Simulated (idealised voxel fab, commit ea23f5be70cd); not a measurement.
process module | voxel transistor to metal
cross-section cut | 275 nm wide | cells 5 nm
A cross-section is a grid of square cells, given in bands from the top down. A band is one or more rows of cells.
Each band's line starts with the height of the band's top and of its bottom, in nm. Then come its materials from left to right, each with its width in nm. One material with "throughout" fills the band from edge to edge. "air" is empty space.
Height 0 is the level under which the wafer as received is all one material. The lowest band goes on downwards, as in "0 down".
A width such as "30 to 40" changes by the same amount from each row of cells to the next, from the band's top row to its bottom row.
"no change" after a step means that no cell of the cross-section changed.
closed voids: empty space of 8 cells or more with no open way to the top, each as width x height at its distance from the left edge, in nm
after a step's settings: what the simulator itself notes on the step
overlay nm, on a step with a mask: how far to the right of its planned place the mask lay; to the left if negative
plan
1 op RECEIVE | material Si
2 op CONFORMAL_DEP | material SiO2 | thk nm 5
3 op CONFORMAL_DEP | material SiN | thk nm 10
4 op DIRECTIONAL_DEP | material aC | thk nm 10
5 op PATTERN | tone cover | mask id ACTIVE | material resist | width nm 105 | pitch nm 125 | thk nm 30 | overlay nm 0
6 op DIRECTIONAL_ETCH | etch materials aC | depth nm 10
7 op STRIP | etch materials resist
8 op DIRECTIONAL_ETCH | etch materials SiN | depth nm 10
9 op DIRECTIONAL_ETCH | etch materials SiO2 | depth nm 5
10 op DIRECTIONAL_ETCH | etch materials Si | depth nm 20
11 op STRIP | etch materials aC
12 op OXIDIZE | depth nm 5
13 op FILL_DEP | material SiO2 | thk nm 15
14 op CMP | height nm 15
15 op SELECTIVE_ETCH | etch materials SiO2 | depth nm 10
16 op STRIP | etch materials SiN
17 op SELECTIVE_ETCH | etch materials SiO2 | depth nm 5
18 op OXIDIZE | depth nm 5
19 op DIRECTIONAL_DEP | material polySi | thk nm 25
20 op DIRECTIONAL_DEP | material SiCN | thk nm 15
21 op PATTERN | tone cover | mask id GATE | material resist | width nm 25 | pitch nm 125 | thk nm 15 | overlay nm 0
22 op DIRECTIONAL_ETCH | etch materials SiCN | depth nm 25
23 op DIRECTIONAL_ETCH | etch materials polySi | depth nm 35
24 op STRIP | etch materials resist
25 op CONFORMAL_DEP | material SiO2 | thk nm 5
26 op DIRECTIONAL_ETCH | etch materials SiO2 | depth nm 5
27 op CONFORMAL_DEP | material SiN | thk nm 10
28 op DIRECTIONAL_ETCH | etch materials SiN | depth nm 10
29 op DIRECTIONAL_ETCH | etch materials SiO2 | depth nm 5
30 op EPI | material SiGe | thk nm 5
31 op FILL_DEP | material SiO2 | thk nm 10
32 op CMP | height nm 25
33 op STRIP | etch materials polySi
34 op SELECTIVE_ETCH | etch materials SiO2 | depth nm 5
35 op CONFORMAL_DEP | material HfO2 | thk nm 5
36 op CONFORMAL_DEP | material TiN | thk nm 5
37 op FILL_DEP | material W | thk nm 5
38 op CMP | height nm 20
39 op DIRECTIONAL_DEP | material SiO2 | thk nm 10
40 op MASKED_ETCH | tone open | mask id CONTACT | width nm 15 | etch materials SiO2 | depth nm 30 | overlay nm 0
41 op CONFORMAL_DEP | material TiN | thk nm 5
42 op FILL_DEP | material Ru | thk nm 5
43 op CMP | height nm 30
44 op DIRECTIONAL_DEP | material TiN | thk nm 5
45 op DIRECTIONAL_DEP | material Ru | thk nm 25
46 op PATTERN | tone cover | mask id METAL_1 | material resist | width nm 15 | thk nm 20 | overlay nm 0
47 op DIRECTIONAL_ETCH | etch materials Ru | depth nm 25
48 op DIRECTIONAL_ETCH | etch materials TiN | depth nm 5
49 op STRIP | etch materials resist
50 op FILL_DEP | material lowk | thk nm 5
51 op CMP | height nm 60
52 op CONFORMAL_DEP | material SiN | thk nm 5
first wafer, as planned
as received, after step 1
  0 down: Si throughout
  closed voids: none
after step 2
  5 to 0: SiO2 throughout
  below 0: unchanged
after step 3
  15 to 5: SiN throughout
  below 5: unchanged
after step 4
  25 to 15: aC throughout
  below 15: unchanged
after step 5
  55 to 25: air 20 | resist 105 | air 20 | resist 105 | air 25
  below 25: unchanged
after step 6
  45 to 25: air 20 | resist 105 | air 20 | resist 105 | air 25
  25 to 15: air 20 | aC 105 | air 20 | aC 105 | air 25
  below 15: unchanged
after step 7
  25 to 15: air 20 | aC 105 | air 20 | aC 105 | air 25
  below 15: unchanged
after step 8
  25 to 15: air 20 | aC 105 | air 20 | aC 105 | air 25
  15 to 5: air 20 | SiN 105 | air 20 | SiN 105 | air 25
  below 5: unchanged
after step 9
  25 to 15: air 20 | aC 105 | air 20 | aC 105 | air 25
  15 to 5: air 20 | SiN 105 | air 20 | SiN 105 | air 25
  5 to 0: air 20 | SiO2 105 | air 20 | SiO2 105 | air 25
  below 0: unchanged
after step 10
  25 to 15: air 20 | aC 105 | air 20 | aC 105 | air 25
  15 to 5: air 20 | SiN 105 | air 20 | SiN 105 | air 25
  5 to 0: air 20 | SiO2 105 | air 20 | SiO2 105 | air 25
  0 to -20: air 20 | Si 105 | air 20 | Si 105 | air 25
  below -20: unchanged
after step 11
  15 to 5: air 20 | SiN 105 | air 20 | SiN 105 | air 25
  below 5: unchanged
after step 12
  15 to 5: air 20 | SiN 105 | air 20 | SiN 105 | air 25
  5 to 0: air 20 | SiO2 105 | air 20 | SiO2 105 | air 25
  0 to -20: air 20 | SiO2 5 | Si 95 | SiO2 5 | air 20 | SiO2 5 | Si 95 | SiO2 5 | air 25
  -20 to -25: SiO2 25 | Si 95 | SiO2 30 | Si 95 | SiO2 30
  below -25: unchanged
after step 13
  30 to 15: SiO2 throughout
  15 to 5: SiO2 20 | SiN 105 | SiO2 20 | SiN 105 | SiO2 25
  5 to 0: SiO2 throughout
  0 to -25: SiO2 25 | Si 95 | SiO2 30 | Si 95 | SiO2 30
  below -25: unchanged
after step 14
  15 to 5: SiO2 20 | SiN 105 | SiO2 20 | SiN 105 | SiO2 25
  below 5: unchanged
after step 15
  15 to 5: air 20 | SiN 105 | air 20 | SiN 105 | air 25
  below 5: unchanged
after step 16
  5 to 0: SiO2 throughout
  below 0: unchanged
after step 17
  0 to -25: SiO2 25 | Si 95 | SiO2 30 | Si 95 | SiO2 30
  below -25: unchanged
after step 18
  0 to -5: SiO2 throughout
  below -5: unchanged
after step 19
  25 to 0: polySi throughout
  below 0: unchanged
after step 20
  40 to 25: SiCN throughout
  below 25: unchanged
after step 21
  55 to 40: air 60 | resist 25 | air 100 | resist 25 | air 65
  below 40: unchanged
after step 22
  55 to 40: air 60 | resist 25 | air 100 | resist 25 | air 65
  40 to 25: air 60 | SiCN 25 | air 100 | SiCN 25 | air 65
  below 25: unchanged
after step 23
  55 to 40: air 60 | resist 25 | air 100 | resist 25 | air 65
  40 to 25: air 60 | SiCN 25 | air 100 | SiCN 25 | air 65
  25 to 0: air 60 | polySi 25 | air 100 | polySi 25 | air 65
  below 0: unchanged
after step 24
  40 to 25: air 60 | SiCN 25 | air 100 | SiCN 25 | air 65
  below 25: unchanged
after step 25
  45 to 40: air 55 | SiO2 35 | air 90 | SiO2 35 | air 60
  40 to 25: air 55 | SiO2 5 | SiCN 25 | SiO2 5 | air 90 | SiO2 5 | SiCN 25 | SiO2 5 | air 60
  25 to 5: air 55 | SiO2 5 | polySi 25 | SiO2 5 | air 90 | SiO2 5 | polySi 25 | SiO2 5 | air 60
  5 to 0: SiO2 60 | polySi 25 | SiO2 100 | polySi 25 | SiO2 65
  below 0: unchanged
after step 26
  40 to 25: air 55 | SiO2 5 | SiCN 25 | SiO2 5 | air 90 | SiO2 5 | SiCN 25 | SiO2 5 | air 60
  25 to 0: air 55 | SiO2 5 | polySi 25 | SiO2 5 | air 90 | SiO2 5 | polySi 25 | SiO2 5 | air 60
  below 0: unchanged
after step 27
  50 to 40: air 45 | SiN 55 | air 70 | SiN 55 | air 50
  40 to 25: air 45 | SiN 10 | SiO2 5 | SiCN 25 | SiO2 5 | SiN 10 | air 70 | SiN 10 | SiO2 5 | SiCN 25 | SiO2 5 | SiN 10 | air 50
  25 to 10: air 45 | SiN 10 | SiO2 5 | polySi 25 | SiO2 5 | SiN 10 | air 70 | SiN 10 | SiO2 5 | polySi 25 | SiO2 5 | SiN 10 | air 50
  10 to 0: SiN 55 | SiO2 5 | polySi 25 | SiO2 5 | SiN 90 | SiO2 5 | polySi 25 | SiO2 5 | SiN 60
  below 0: unchanged
after step 28
  40 to 25: air 45 | SiN 10 | SiO2 5 | SiCN 25 | SiO2 5 | SiN 10 | air 70 | SiN 10 | SiO2 5 | SiCN 25 | SiO2 5 | SiN 10 | air 50
  25 to 0: air 45 | SiN 10 | SiO2 5 | polySi 25 | SiO2 5 | SiN 10 | air 70 | SiN 10 | SiO2 5 | polySi 25 | SiO2 5 | SiN 10 | air 50
  below 0: unchanged
after step 29
  40 to 35: air 45 | SiN 10 | air 5 | SiCN 25 | air 5 | SiN 10 | air 70 | SiN 10 | air 5 | SiCN 25 | air 5 | SiN 10 | air 50
  35 to 25: air 45 | SiN 10 | SiO2 5 | SiCN 25 | SiO2 5 | SiN 10 | air 70 | SiN 10 | SiO2 5 | SiCN 25 | SiO2 5 | SiN 10 | air 50
  25 to 0: air 45 | SiN 10 | SiO2 5 | polySi 25 | SiO2 5 | SiN 10 | air 70 | SiN 10 | SiO2 5 | polySi 25 | SiO2 5 | SiN 10 | air 50
  0 to -5: air 45 | SiO2 55 | air 70 | SiO2 55 | air 50
  below -5: unchanged
after step 30
  40 to 35: air 45 | SiN 10 | air 5 | SiCN 25 | air 5 | SiN 10 | air 70 | SiN 10 | air 5 | SiCN 25 | air 5 | SiN 10 | air 50
  35 to 25: air 45 | SiN 10 | SiO2 5 | SiCN 25 | SiO2 5 | SiN 10 | air 70 | SiN 10 | SiO2 5 | SiCN 25 | SiO2 5 | SiN 10 | air 50
  25 to 0: air 45 | SiN 10 | SiO2 5 | polySi 25 | SiO2 5 | SiN 10 | air 70 | SiN 10 | SiO2 5 | polySi 25 | SiO2 5 | SiN 10 | air 50
  0 to -5: air 20 | SiGe 25 | SiO2 55 | SiGe 25 | air 20 | SiGe 25 | SiO2 55 | SiGe 25 | air 25
  below -5: unchanged
after step 31
  50 to 40: SiO2 throughout
  40 to 25: SiO2 45 | SiN 10 | SiO2 5 | SiCN 25 | SiO2 5 | SiN 10 | SiO2 70 | SiN 10 | SiO2 5 | SiCN 25 | SiO2 5 | SiN 10 | SiO2 50
  25 to 0: SiO2 45 | SiN 10 | SiO2 5 | polySi 25 | SiO2 5 | SiN 10 | SiO2 70 | SiN 10 | SiO2 5 | polySi 25 | SiO2 5 | SiN 10 | SiO2 50
  0 to -5: SiO2 20 | SiGe 25 | SiO2 55 | SiGe 25 | SiO2 20 | SiGe 25 | SiO2 55 | SiGe 25 | SiO2 25
  below -5: unchanged
after step 32
  25 to 0: SiO2 45 | SiN 10 | SiO2 5 | polySi 25 | SiO2 5 | SiN 10 | SiO2 70 | SiN 10 | SiO2 5 | polySi 25 | SiO2 5 | SiN 10 | SiO2 50
  below 0: unchanged
after step 33
  25 to 0: SiO2 45 | SiN 10 | SiO2 5 | air 25 | SiO2 5 | SiN 10 | SiO2 70 | SiN 10 | SiO2 5 | air 25 | SiO2 5 | SiN 10 | SiO2 50
  below 0: unchanged
after step 34
  25 to 20: air 45 | SiN 10 | air 35 | SiN 10 | air 70 | SiN 10 | air 35 | SiN 10 | air 50
  20 to 0: SiO2 45 | SiN 10 | air 35 | SiN 10 | SiO2 70 | SiN 10 | air 35 | SiN 10 | SiO2 50
  0 to -5: SiO2 20 | SiGe 25 | SiO2 10 | air 35 | SiO2 10 | SiGe 25 | SiO2 20 | SiGe 25 | SiO2 10 | air 35 | SiO2 10 | SiGe 25 | SiO2 25
  below -5: unchanged
after step 35
  30 to 25: air 40 | HfO2 20 | air 25 | HfO2 20 | air 60 | HfO2 20 | air 25 | HfO2 20 | air 45
  25 to 20: HfO2 45 | SiN 10 | HfO2 5 | air 25 | HfO2 5 | SiN 10 | HfO2 70 | SiN 10 | HfO2 5 | air 25 | HfO2 5 | SiN 10 | HfO2 50
  20 to 0: SiO2 45 | SiN 10 | HfO2 5 | air 25 | HfO2 5 | SiN 10 | SiO2 70 | SiN 10 | HfO2 5 | air 25 | HfO2 5 | SiN 10 | SiO2 50
  0 to -5: SiO2 20 | SiGe 25 | SiO2 10 | HfO2 35 | SiO2 10 | SiGe 25 | SiO2 20 | SiGe 25 | SiO2 10 | HfO2 35 | SiO2 10 | SiGe 25 | SiO2 25
  below -5: unchanged
after step 36
  35 to 30: air 35 | TiN 30 | air 15 | TiN 30 | air 50 | TiN 30 | air 15 | TiN 30 | air 40
  30 to 25: TiN 40 | HfO2 20 | TiN 5 | air 15 | TiN 5 | HfO2 20 | TiN 60 | HfO2 20 | TiN 5 | air 15 | TiN 5 | HfO2 20 | TiN 45
  25 to 20: HfO2 45 | SiN 10 | HfO2 5 | TiN 5 | air 15 | TiN 5 | HfO2 5 | SiN 10 | HfO2 70 | SiN 10 | HfO2 5 | TiN 5 | air 15 | TiN 5 | HfO2 5 | SiN 10 | HfO2 50
  20 to 5: SiO2 45 | SiN 10 | HfO2 5 | TiN 5 | air 15 | TiN 5 | HfO2 5 | SiN 10 | SiO2 70 | SiN 10 | HfO2 5 | TiN 5 | air 15 | TiN 5 | HfO2 5 | SiN 10 | SiO2 50
  5 to 0: SiO2 45 | SiN 10 | HfO2 5 | TiN 25 | HfO2 5 | SiN 10 | SiO2 70 | SiN 10 | HfO2 5 | TiN 25 | HfO2 5 | SiN 10 | SiO2 50
  below 0: unchanged
after step 37
  40 to 35: W throughout
  35 to 30: W 35 | TiN 30 | W 15 | TiN 30 | W 50 | TiN 30 | W 15 | TiN 30 | W 40
  30 to 25: TiN 40 | HfO2 20 | TiN 5 | W 15 | TiN 5 | HfO2 20 | TiN 60 | HfO2 20 | TiN 5 | W 15 | TiN 5 | HfO2 20 | TiN 45
  25 to 20: HfO2 45 | SiN 10 | HfO2 5 | TiN 5 | W 15 | TiN 5 | HfO2 5 | SiN 10 | HfO2 70 | SiN 10 | HfO2 5 | TiN 5 | W 15 | TiN 5 | HfO2 5 | SiN 10 | HfO2 50
  20 to 5: SiO2 45 | SiN 10 | HfO2 5 | TiN 5 | W 15 | TiN 5 | HfO2 5 | SiN 10 | SiO2 70 | SiN 10 | HfO2 5 | TiN 5 | W 15 | TiN 5 | HfO2 5 | SiN 10 | SiO2 50
  below 5: unchanged
after step 38
  20 to 5: SiO2 45 | SiN 10 | HfO2 5 | TiN 5 | W 15 | TiN 5 | HfO2 5 | SiN 10 | SiO2 70 | SiN 10 | HfO2 5 | TiN 5 | W 15 | TiN 5 | HfO2 5 | SiN 10 | SiO2 50
  below 5: unchanged
after step 39
  30 to 20: SiO2 throughout
  below 20: unchanged
after step 40
  30 to 20: SiO2 25 | air 15 | SiO2 65 | air 15 | SiO2 30 | air 15 | SiO2 65 | air 15 | SiO2 30
  20 to 5: SiO2 25 | air 15 | SiO2 5 | SiN 10 | HfO2 5 | TiN 5 | W 15 | TiN 5 | HfO2 5 | SiN 10 | SiO2 5 | air 15 | SiO2 30 | air 15 | SiO2 5 | SiN 10 | HfO2 5 | TiN 5 | W 15 | TiN 5 | HfO2 5 | SiN 10 | SiO2 5 | air 15 | SiO2 30
  5 to 0: SiO2 25 | air 15 | SiO2 5 | SiN 10 | HfO2 5 | TiN 25 | HfO2 5 | SiN 10 | SiO2 5 | air 15 | SiO2 30 | air 15 | SiO2 5 | SiN 10 | HfO2 5 | TiN 25 | HfO2 5 | SiN 10 | SiO2 5 | air 15 | SiO2 30
  below 0: unchanged
after step 41
  35 to 30: TiN 30 | air 5 | TiN 75 | air 5 | TiN 40 | air 5 | TiN 75 | air 5 | TiN 35
  30 to 20: SiO2 25 | TiN 5 | air 5 | TiN 5 | SiO2 65 | TiN 5 | air 5 | TiN 5 | SiO2 30 | TiN 5 | air 5 | TiN 5 | SiO2 65 | TiN 5 | air 5 | TiN 5 | SiO2 30
  20 to 5: SiO2 25 | TiN 5 | air 5 | TiN 5 | SiO2 5 | SiN 10 | HfO2 5 | TiN 5 | W 15 | TiN 5 | HfO2 5 | SiN 10 | SiO2 5 | TiN 5 | air 5 | TiN 5 | SiO2 30 | TiN 5 | air 5 | TiN 5 | SiO2 5 | SiN 10 | HfO2 5 | TiN 5 | W 15 | TiN 5 | HfO2 5 | SiN 10 | SiO2 5 | TiN 5 | air 5 | TiN 5 | SiO2 30
  5 to 0: SiO2 25 | TiN 15 | SiO2 5 | SiN 10 | HfO2 5 | TiN 25 | HfO2 5 | SiN 10 | SiO2 5 | TiN 15 | SiO2 30 | TiN 15 | SiO2 5 | SiN 10 | HfO2 5 | TiN 25 | HfO2 5 | SiN 10 | SiO2 5 | TiN 15 | SiO2 30
  below 0: unchanged
after step 42
  40 to 35: Ru throughout
  35 to 30: TiN 30 | Ru 5 | TiN 75 | Ru 5 | TiN 40 | Ru 5 | TiN 75 | Ru 5 | TiN 35
  30 to 20: SiO2 25 | TiN 5 | Ru 5 | TiN 5 | SiO2 65 | TiN 5 | Ru 5 | TiN 5 | SiO2 30 | TiN 5 | Ru 5 | TiN 5 | SiO2 65 | TiN 5 | Ru 5 | TiN 5 | SiO2 30
  20 to 5: SiO2 25 | TiN 5 | Ru 5 | TiN 5 | SiO2 5 | SiN 10 | HfO2 5 | TiN 5 | W 15 | TiN 5 | HfO2 5 | SiN 10 | SiO2 5 | TiN 5 | Ru 5 | TiN 5 | SiO2 30 | TiN 5 | Ru 5 | TiN 5 | SiO2 5 | SiN 10 | HfO2 5 | TiN 5 | W 15 | TiN 5 | HfO2 5 | SiN 10 | SiO2 5 | TiN 5 | Ru 5 | TiN 5 | SiO2 30
  below 5: unchanged
after step 43
  30 to 20: SiO2 25 | TiN 5 | Ru 5 | TiN 5 | SiO2 65 | TiN 5 | Ru 5 | TiN 5 | SiO2 30 | TiN 5 | Ru 5 | TiN 5 | SiO2 65 | TiN 5 | Ru 5 | TiN 5 | SiO2 30
  below 20: unchanged
after step 44
  35 to 30: TiN throughout
  below 30: unchanged
after step 45
  60 to 35: Ru throughout
  below 35: unchanged
after step 46
  80 to 60: air 25 | resist 15 | air 65 | resist 15 | air 30 | resist 15 | air 65 | resist 15 | air 30
  below 60: unchanged
after step 47
  80 to 60: air 25 | resist 15 | air 65 | resist 15 | air 30 | resist 15 | air 65 | resist 15 | air 30
  60 to 35: air 25 | Ru 15 | air 65 | Ru 15 | air 30 | Ru 15 | air 65 | Ru 15 | air 30
  below 35: unchanged
after step 48
  80 to 60: air 25 | resist 15 | air 65 | resist 15 | air 30 | resist 15 | air 65 | resist 15 | air 30
  60 to 35: air 25 | Ru 15 | air 65 | Ru 15 | air 30 | Ru 15 | air 65 | Ru 15 | air 30
  35 to 30: air 25 | TiN 15 | air 65 | TiN 15 | air 30 | TiN 15 | air 65 | TiN 15 | air 30
  below 30: unchanged
after step 49
  60 to 35: air 25 | Ru 15 | air 65 | Ru 15 | air 30 | Ru 15 | air 65 | Ru 15 | air 30
  below 35: unchanged
after step 50
  65 to 60: lowk throughout
  60 to 35: lowk 25 | Ru 15 | lowk 65 | Ru 15 | lowk 30 | Ru 15 | lowk 65 | Ru 15 | lowk 30
  35 to 30: lowk 25 | TiN 15 | lowk 65 | TiN 15 | lowk 30 | TiN 15 | lowk 65 | TiN 15 | lowk 30
  below 30: unchanged
after step 51
  60 to 35: lowk 25 | Ru 15 | lowk 65 | Ru 15 | lowk 30 | Ru 15 | lowk 65 | Ru 15 | lowk 30
  below 35: unchanged
after step 52
  65 to 60: SiN throughout
  below 60: unchanged
second wafer: like start, like plan, one mistake. Through step 39 it matches the first wafer
when step 40 should have ended
  30 to 20: air 25 | SiO2 15 | air 65 | SiO2 15 | air 30 | SiO2 15 | air 65 | SiO2 15 | air 30
  20 to 5: air 25 | SiO2 15 | air 5 | SiN 10 | HfO2 5 | TiN 5 | W 15 | TiN 5 | HfO2 5 | SiN 10 | air 5 | SiO2 15 | air 30 | SiO2 15 | air 5 | SiN 10 | HfO2 5 | TiN 5 | W 15 | TiN 5 | HfO2 5 | SiN 10 | air 5 | SiO2 15 | air 30
  5 to 0: air 25 | SiO2 15 | air 5 | SiN 10 | HfO2 5 | TiN 25 | HfO2 5 | SiN 10 | air 5 | SiO2 15 | air 30 | SiO2 15 | air 5 | SiN 10 | HfO2 5 | TiN 25 | HfO2 5 | SiN 10 | air 5 | SiO2 15 | air 30
  below 0: unchanged
when step 41 should have ended
  35 to 30: air 20 | TiN 25 | air 55 | TiN 25 | air 20 | TiN 25 | air 55 | TiN 25 | air 25
  30 to 25: air 20 | TiN 5 | SiO2 15 | TiN 5 | air 55 | TiN 5 | SiO2 15 | TiN 5 | air 20 | TiN 5 | SiO2 15 | TiN 5 | air 55 | TiN 5 | SiO2 15 | TiN 5 | air 25
  25 to 20: air 20 | TiN 5 | SiO2 15 | TiN 65 | SiO2 15 | TiN 5 | air 20 | TiN 5 | SiO2 15 | TiN 65 | SiO2 15 | TiN 5 | air 25
  20 to 5: air 20 | TiN 5 | SiO2 15 | TiN 5 | SiN 10 | HfO2 5 | TiN 5 | W 15 | TiN 5 | HfO2 5 | SiN 10 | TiN 5 | SiO2 15 | TiN 5 | air 20 | TiN 5 | SiO2 15 | TiN 5 | SiN 10 | HfO2 5 | TiN 5 | W 15 | TiN 5 | HfO2 5 | SiN 10 | TiN 5 | SiO2 15 | TiN 5 | air 25
  5 to 0: TiN 25 | SiO2 15 | TiN 5 | SiN 10 | HfO2 5 | TiN 25 | HfO2 5 | SiN 10 | TiN 5 | SiO2 15 | TiN 30 | SiO2 15 | TiN 5 | SiN 10 | HfO2 5 | TiN 25 | HfO2 5 | SiN 10 | TiN 5 | SiO2 15 | TiN 30
  below 0: unchanged
when step 42 should have ended
  40 to 35: Ru throughout
  35 to 30: Ru 20 | TiN 25 | Ru 55 | TiN 25 | Ru 20 | TiN 25 | Ru 55 | TiN 25 | Ru 25
  30 to 25: Ru 20 | TiN 5 | SiO2 15 | TiN 5 | Ru 55 | TiN 5 | SiO2 15 | TiN 5 | Ru 20 | TiN 5 | SiO2 15 | TiN 5 | Ru 55 | TiN 5 | SiO2 15 | TiN 5 | Ru 25
  25 to 20: Ru 20 | TiN 5 | SiO2 15 | TiN 65 | SiO2 15 | TiN 5 | Ru 20 | TiN 5 | SiO2 15 | TiN 65 | SiO2 15 | TiN 5 | Ru 25
  20 to 5: Ru 20 | TiN 5 | SiO2 15 | TiN 5 | SiN 10 | HfO2 5 | TiN 5 | W 15 | TiN 5 | HfO2 5 | SiN 10 | TiN 5 | SiO2 15 | TiN 5 | Ru 20 | TiN 5 | SiO2 15 | TiN 5 | SiN 10 | HfO2 5 | TiN 5 | W 15 | TiN 5 | HfO2 5 | SiN 10 | TiN 5 | SiO2 15 | TiN 5 | Ru 25
  below 5: unchanged
when step 43 should have ended
  30 to 25: Ru 20 | TiN 5 | SiO2 15 | TiN 5 | Ru 55 | TiN 5 | SiO2 15 | TiN 5 | Ru 20 | TiN 5 | SiO2 15 | TiN 5 | Ru 55 | TiN 5 | SiO2 15 | TiN 5 | Ru 25
  below 25: unchanged
when step 44 should have ended
  35 to 30: TiN throughout
  below 30: unchanged
when step 45 should have ended
  60 to 35: Ru throughout
  below 35: unchanged
when step 46 should have ended
  80 to 60: air 25 | resist 15 | air 65 | resist 15 | air 30 | resist 15 | air 65 | resist 15 | air 30
  below 60: unchanged
when step 47 should have ended
  80 to 60: air 25 | resist 15 | air 65 | resist 15 | air 30 | resist 15 | air 65 | resist 15 | air 30
  60 to 35: air 25 | Ru 15 | air 65 | Ru 15 | air 30 | Ru 15 | air 65 | Ru 15 | air 30
  below 35: unchanged
when step 48 should have ended
  80 to 60: air 25 | resist 15 | air 65 | resist 15 | air 30 | resist 15 | air 65 | resist 15 | air 30
  60 to 35: air 25 | Ru 15 | air 65 | Ru 15 | air 30 | Ru 15 | air 65 | Ru 15 | air 30
  35 to 30: air 25 | TiN 15 | air 65 | TiN 15 | air 30 | TiN 15 | air 65 | TiN 15 | air 30
  below 30: unchanged
when step 49 should have ended
  60 to 35: air 25 | Ru 15 | air 65 | Ru 15 | air 30 | Ru 15 | air 65 | Ru 15 | air 30
  below 35: unchanged
when step 50 should have ended
  65 to 60: lowk throughout
  60 to 35: lowk 25 | Ru 15 | lowk 65 | Ru 15 | lowk 30 | Ru 15 | lowk 65 | Ru 15 | lowk 30
  35 to 30: lowk 25 | TiN 15 | lowk 65 | TiN 15 | lowk 30 | TiN 15 | lowk 65 | TiN 15 | lowk 30
  below 30: unchanged
when step 51 should have ended
  60 to 35: lowk 25 | Ru 15 | lowk 65 | Ru 15 | lowk 30 | Ru 15 | lowk 65 | Ru 15 | lowk 30
  below 35: unchanged
when step 52 should have ended
  65 to 60: SiN throughout
  below 60: unchanged
what went wrong: step 40 ran as: op MASKED_ETCH | tone cover | mask id CONTACT | width nm 15 | etch materials SiO2 | depth nm 30 | overlay nm 0
at the end the second wafer has, in cells: 67 more of Ru | 98 fewer of SiO2 | 31 more of TiN
